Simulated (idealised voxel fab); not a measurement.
The document below concerns the process module designated voxel wiring stack.
Section cut is 210 nm wide and gridded with 5 nm square cells.
Cross-section = grid of square cells, listed top down in bands; band = one or more rows. Heads up on the band format: heights come first, top then bottom, in nm. After that it's the materials left to right, each with its width in nm. A single material flagged "everywhere" fills the whole band edge to edge, and "empty" means there's empty space there. Heights are reckoned from 0. Under this level, the received wafer is all of one material. The bottommost band is open-ended downward, for example "0 nm and below". The two numbers in a width such as "30..40" mark its ends across the band: the first belongs to the top row of cells, the second to the bottom row, and from each row to the next the width moves by the same amount. Any step labelled "no alterations made" changed none of the cells in the cross-section. Listed in "Fully enclosed voids": every empty space of 8 or more cells without an open way to the top. Form: width x height at distance, the distance being from the left edge, all in nm. Step line, after settings: the simulator's comment on this step. overlay nm: where the mask lay relative to plan, measured to the right, on steps with a mask; negatives go left.
Process steps (planned):
1. RECEIVE: material Si
2. CONFORMAL_DEP: material SiO2, thk nm 15
3. DIRECTIONAL_DEP: material TiN, thk nm 5
4. DIRECTIONAL_DEP: material W, thk nm 20
5. MASKED_ETCH: tone cover, mask id METAL_1, width nm 20, pitch nm 35, etch materials W, depth nm 20, overlay nm 0
6. MASKED_ETCH: tone cover, mask id METAL_1, width nm 20, pitch nm 35, etch materials TiN, depth nm 5, overlay nm 0
7. CONFORMAL_DEP: material SiN, thk nm 5
8. FILL_DEP: material SiO2, thk nm 5
9. CMP: height nm 40
10. CONFORMAL_DEP: material SiCN, thk nm 5
11. DIRECTIONAL_DEP: material SiO2, thk nm 35
12. MASKED_ETCH: tone open, mask id METAL_2, width nm 20, pitch nm 35, etch materials SiO2, depth nm 20, overlay nm 0
13. MASKED_ETCH: tone open, mask id METAL_2_HOLES, width nm 15, etch materials SiO2, depth nm 15, overlay nm 0
14. MASKED_ETCH: tone open, mask id METAL_2_HOLES, width nm 15, etch materials SiCN, depth nm 5, overlay nm 0
15. CONFORMAL_DEP: material TiN, thk nm 5
16. FILL_DEP: material Cu, thk nm 5
17. CMP: height nm 80
18. CONFORMAL_DEP: material SiCN, thk nm 5
19. DIRECTIONAL_DEP: material SiO2, thk nm 10
20. MASKED_ETCH: tone open, mask id PLUG_2, width nm 15, pitch nm 35, etch materials SiO2, depth nm 10, overlay nm 0
21. MASKED_ETCH: tone open, mask id PLUG_2, width nm 15, pitch nm 35, etch materials SiCN, depth nm 5, overlay nm 0
22. EPI: material Ru, thk nm 10
23. EPI: material Ru, thk nm 5
24. CONFORMAL_DEP: material SiN, thk nm 5
25. DIRECTIONAL_DEP: material SiO2, thk nm 15
26. PATTERN: tone open, mask id METAL_3, material resist, width nm 20, pitch nm 35, thk nm 20, overlay nm 0
27. DIRECTIONAL_ETCH: etch materials SiO2, depth nm 15
28. DIRECTIONAL_ETCH: etch materials SiN, depth nm 5
29. STRIP: etch materials resist
30. CONFORMAL_DEP: material TiN, thk nm 5
31. FILL_DEP: material W, thk nm 10
32. CMP: height nm 115
33. CONFORMAL_DEP: material SiCN, thk nm 5
34. DIRECTIONAL_DEP: material SiO2, thk nm 35
35. PATTERN: tone open, mask id METAL_4, material resist, width nm 20, pitch nm 35, thk nm 20, overlay nm 0
36. DIRECTIONAL_ETCH: etch materials SiO2, depth nm 20
37. STRIP: etch materials resist
38. DIRECTIONAL_DEP: material aC, thk nm 10
39. PATTERN: tone open, mask id METAL_4_HOLES, material resist, width nm 15, pitch nm 35, thk nm 25, overlay nm 0
40. DIRECTIONAL_ETCH: etch materials aC, depth nm 10
41. STRIP: etch materials resist
42. DIRECTIONAL_ETCH: etch materials SiO2, depth nm 15
43. DIRECTIONAL_ETCH: etch materials SiCN, depth nm 5
44. STRIP: etch materials aC
45. CONFORMAL_DEP: material TiN, thk nm 5
46. FILL_DEP: material Cu, thk nm 10
47. CMP: height nm 155
48. CONFORMAL_DEP: material SiCN, thk nm 5
Heads up: all these wafers start the same, and what changes between them is the width nm in step 13. The value you see in the plan is just what the first wafer got.
This is how the first of several wafers looked in cross-section when it arrived, which is after step 1:
0 nm and below  Si everywhere
Fully enclosed voids: none
The table below has one row for each wafer; a row shows, as of the end of the module, how many cells of each material the wafer has gained, marked (+), or lost, marked (-), since it was received, and then the wafer's closed voids:
width nm 15; +36 Cu; +18 Ru; +153 SiCN; +84 SiN; +917 SiO2; +92 TiN; +44 W; Fully enclosed voids: none
width nm 20; +39 Cu; +18 Ru; +153 SiCN; +84 SiN; +914 SiO2; +92 TiN; +44 W; Fully enclosed voids: none
width nm 25; +41 Cu; +18 Ru; +153 SiCN; +84 SiN; +911 SiO2; +93 TiN; +44 W; Fully enclosed voids: none
width nm 30; +43 Cu; +18 Ru; +153 SiCN; +84 SiN; +908 SiO2; +94 TiN; +44 W; Fully enclosed voids: none
